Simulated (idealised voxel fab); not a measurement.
A process module follows: voxel air gaps.
cross-section cut | 240 nm wide | cells 5 nm
Think of the cross-section as a grid of square cells. We describe it in bands, top to bottom, and each band covers one or more rows of those cells. Heights first: top, then bottom, in nm. Then materials, left to right, each with a width in nm. "full width" on a single material: fills the band edge to edge. "empty": empty space. Measure heights from 0. That's the level where, below it, the as-received wafer is all one material. The lowest band is bottomless and extends downward; write it as in "top 0, no bottom". Per-row width for "30..40": begins at first number (top row of band), ends at second number (bottom row), increment between rows held constant. Take "remained unchanged" at face value: in the step it is given for, the cross-section changed in none of its cells. Empty spaces counting at least 8 cells and having no open way to the top are listed in "Sealed void inventory". The notation width x height at distance is used for each, the distance being from the left edge and all three values in nm. Step line, after settings: the simulator's comment on this step. "overlay nm" answers the question of how far to the right of plan the mask lay on a step that has a mask, and when it is negative the answer is to the left.
**Process steps foreseen in the plan**
1 RECEIVE: material Si
2 CONFORMAL_DEP: material SiO2, thk nm 10
3 CONFORMAL_DEP: material SiCN, thk nm 5
4 DIRECTIONAL_DEP: material lowk, thk nm 35
5 DIRECTIONAL_DEP: material aC, thk nm 15
6 PATTERN: tone open, mask id LINES, material resist, width nm 15, pitch nm 50, thk nm 35, overlay nm 0
7 DIRECTIONAL_ETCH: etch materials aC, depth nm 15
8 STRIP: etch materials resist
9 DIRECTIONAL_ETCH: etch materials lowk, depth nm 35
10 STRIP: etch materials aC
11 CONFORMAL_DEP: material TiN, thk nm 5
12 FILL_DEP: material Cu, thk nm 10
13 CMP: height nm 50
14 EPI: material Ru, thk nm 10
15 SELECTIVE_ETCH: etch materials lowk, depth nm 45
16 CONFORMAL_DEP: material SiCN, thk nm 5
It is noted that the wafers described herein are identical at the outset and are distinguished by the width nm of step 6; the value stated in the plan corresponds to the first wafer.
**Cross-section of the first of several received wafers, showing its state after step 1**
top 0, no bottom: Si full width
Sealed void inventory: none
**Depicted here is the first of several wafers in cross-section, at module completion following the last step, step 16**
top 65, bottom 60: 20 nm empty; 45 nm SiCN; 5 nm empty; 45 nm SiCN; 5 nm empty; 45 nm SiCN; 5 nm empty; 45 nm SiCN; 25 nm empty
top 60, bottom 50: 20 nm empty; 5 nm SiCN; 35 nm Ru; 5 nm SiCN; 5 nm empty; 5 nm SiCN; 35 nm Ru; 5 nm SiCN; 5 nm empty; 5 nm SiCN; 35 nm Ru; 5 nm SiCN; 5 nm empty; 5 nm SiCN; 35 nm Ru; 5 nm SiCN; 25 nm empty
top 50, bottom 45: 20 nm empty; 15 nm SiCN; 5 nm TiN; 5 nm Cu; 5 nm TiN; 15 nm SiCN; 5 nm empty; 15 nm SiCN; 5 nm TiN; 5 nm Cu; 5 nm TiN; 15 nm SiCN; 5 nm empty; 15 nm SiCN; 5 nm TiN; 5 nm Cu; 5 nm TiN; 15 nm SiCN; 5 nm empty; 15 nm SiCN; 5 nm TiN; 5 nm Cu; 5 nm TiN; 15 nm SiCN; 25 nm empty
top 45, bottom 20: 30 nm empty; 5 nm SiCN; 5 nm TiN; 5 nm Cu; 5 nm TiN; 5 nm SiCN; 25 nm empty; 5 nm SiCN; 5 nm TiN; 5 nm Cu; 5 nm TiN; 5 nm SiCN; 25 nm empty; 5 nm SiCN; 5 nm TiN; 5 nm Cu; 5 nm TiN; 5 nm SiCN; 25 nm empty; 5 nm SiCN; 5 nm TiN; 5 nm Cu; 5 nm TiN; 5 nm SiCN; 35 nm empty
top 20, bottom 15: 35 nm SiCN; 15 nm TiN; 35 nm SiCN; 15 nm TiN; 35 nm SiCN; 15 nm TiN; 35 nm SiCN; 15 nm TiN; 40 nm SiCN
top 15, bottom 10: SiCN full width
top 10, bottom 0: SiO2 full width
top 0, no bottom: Si full width
Sealed void inventory: none
**Sectional view of the last wafer upon completion of the module**
top 65, bottom 60: 10 nm empty; 215 nm SiCN; 15 nm empty
top 60, bottom 50: 10 nm empty; 5 nm SiCN; 205 nm Ru; 5 nm SiCN; 15 nm empty
top 50, bottom 45: 10 nm empty; 15 nm SiCN; 5 nm TiN; 25 nm Cu; 5 nm TiN; 15 nm lowk; 5 nm TiN; 25 nm Cu; 5 nm TiN; 15 nm lowk; 5 nm TiN; 25 nm Cu; 5 nm TiN; 15 nm lowk; 5 nm TiN; 25 nm Cu; 5 nm TiN; 15 nm SiCN; 15 nm empty
top 45, bottom 20: 20 nm empty; 5 nm SiCN; 5 nm TiN; 25 nm Cu; 5 nm TiN; 15 nm lowk; 5 nm TiN; 25 nm Cu; 5 nm TiN; 15 nm lowk; 5 nm TiN; 25 nm Cu; 5 nm TiN; 15 nm lowk; 5 nm TiN; 25 nm Cu; 5 nm TiN; 5 nm SiCN; 25 nm empty
top 20, bottom 15: 25 nm SiCN; 35 nm TiN; 15 nm lowk; 35 nm TiN; 15 nm lowk; 35 nm TiN; 15 nm lowk; 35 nm TiN; 30 nm SiCN
top 15, bottom 10: SiCN full width
top 10, bottom 0: SiO2 full width
top 0, no bottom: Si full width
Sealed void inventory: none
**End of module, by wafer: material-by-material cell gain (+) or loss (-) since receipt, then closed voids**
width nm 15, +24 Cu, +56 Ru, +200 SiCN, +96 SiO2, +60 TiN, Sealed void inventory: none
width nm 20, +48 Cu, +64 Ru, +200 SiCN, +96 SiO2, +64 TiN, Sealed void inventory: 20 x 25 at 60; 20 x 25 at 110; 20 x 25 at 160
width nm 25, +72 Cu, +72 Ru, +188 SiCN, +96 SiO2, +68 TiN, Sealed void inventory: 15 x 25 at 60; 15 x 25 at 110; 15 x 25 at 160
width nm 30, +96 Cu, +80 Ru, +122 SiCN, +96 SiO2, +72 TiN, +84 lowk, Sealed void inventory: none
width nm 35, +120 Cu, +82 Ru, +122 SiCN, +96 SiO2, +76 TiN, +63 lowk, Sealed void inventory: none
